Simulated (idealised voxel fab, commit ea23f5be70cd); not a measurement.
Name of the process module below: voxel ribs on slabs
Square cell edge 5 nm, section width 140 nm, ID cut.
Cross-section spec: square-cell grid; bands listed top down; each band is one or more rows. Band entry format. Leading values: height of top, height of bottom, nm. Remainder: materials in left-to-right order, each with its width in nm. Special words: "all across" on a single material, which then fills the band edge to edge; "empty", empty space. Ref level 0: as-received wafer is one material below here. Bottom band extends down with no lower bound ("0 nm and below"). You'd read "30..40" like this: the band's top row of cells is as wide as the first number, its bottom row is as wide as the second, and going down, every row changes width by the same amount as the row before did. "no modifications" -> step changed no cross-section cell. You'll see "Closed cavity list" listing empty spaces that have no way open to the top, as long as they're 8 cells or more; the notation is width x height at distance, where the distance is from the left edge, and all of it is in nm. Formally, on a step line, whatever follows the settings is a remark that the simulator itself makes on the step. A step line may carry the setting "overlay nm", which, for steps involving a mask, states the distance by which the mask lay to the right of its intended position; negative values denote displacement to the left.
[The following list gives the planned process steps]
step 1: op RECEIVE | material Si
step 2: op DIRECTIONAL_DEP | material SiO2 | thk nm 30
step 3: op DIRECTIONAL_DEP | material SiN | thk nm 15
step 4: op DIRECTIONAL_DEP | material aC | thk nm 10
step 5: op PATTERN | tone cover | mask id RIB | material resist | width nm 30 | thk nm 30 | overlay nm 0
step 6: op DIRECTIONAL_ETCH | etch materials aC | depth nm 10
step 7: op STRIP | etch materials resist
step 8: op DIRECTIONAL_ETCH | etch materials SiN | depth nm 5
step 9: op STRIP | etch materials aC
step 10: op MASKED_ETCH | tone cover | mask id SLAB | width nm 90 | etch materials SiN | depth nm 10 | overlay nm 0
step 11: op FILL_DEP | material SiO2 | thk nm 30
step 12: op CMP | height nm 65
step 13: op DIRECTIONAL_DEP | material W | thk nm 10
step 14: op DIRECTIONAL_DEP | material aC | thk nm 10
step 15: op PATTERN | tone cover | mask id HEATER | material resist | width nm 40 | thk nm 30 | overlay nm 0
step 16: op DIRECTIONAL_ETCH | etch materials aC | depth nm 10
step 17: op STRIP | etch materials resist
step 18: op DIRECTIONAL_ETCH | etch materials W | depth nm 10
step 19: op STRIP | etch materials aC
step 20: op CONFORMAL_DEP | material SiN | thk nm 10
[Cross-section of the incoming wafer, state after step 1]
0 nm and below | Si all across
Closed cavity list: none
[First of two wafers at the end of the module, shown in cross-section; run carried out as planned]
85 nm to 75 nm | empty (40); SiN (60); empty (40)
75 nm to 65 nm | SiN (50); W (40); SiN (50)
65 nm to 45 nm | SiO2 all across
45 nm to 40 nm | SiO2 (55); SiN (30); SiO2 (55)
40 nm to 30 nm | SiO2 (25); SiN (90); SiO2 (25)
30 nm to 0 nm | SiO2 all across
0 nm and below | Si all across
Closed cavity list: none
[Wafer two (of two), end-of-module cross-section: start = wafer one, plan = wafer one, one run mistake]
85 nm to 75 nm | empty (40); SiN (60); empty (40)
75 nm to 65 nm | SiN (50); W (40); SiN (50)
65 nm to 40 nm | SiO2 all across
40 nm to 35 nm | SiN (25); SiO2 (90); SiN (25)
35 nm to 30 nm | SiN (25); SiO2 (30); SiN (30); SiO2 (30); SiN (25)
30 nm to 0 nm | SiO2 all across
0 nm and below | Si all across
Closed cavity list: none
Run error: step 10 off recipe, ran as op MASKED_ETCH | tone open | mask id SLAB | width nm 90 | etch materials SiN | depth nm 10 | overlay nm 0
End check, counted in cells, second wafer has more or fewer of these materials than the first: 16 fewer of SiN | 16 more of SiO2
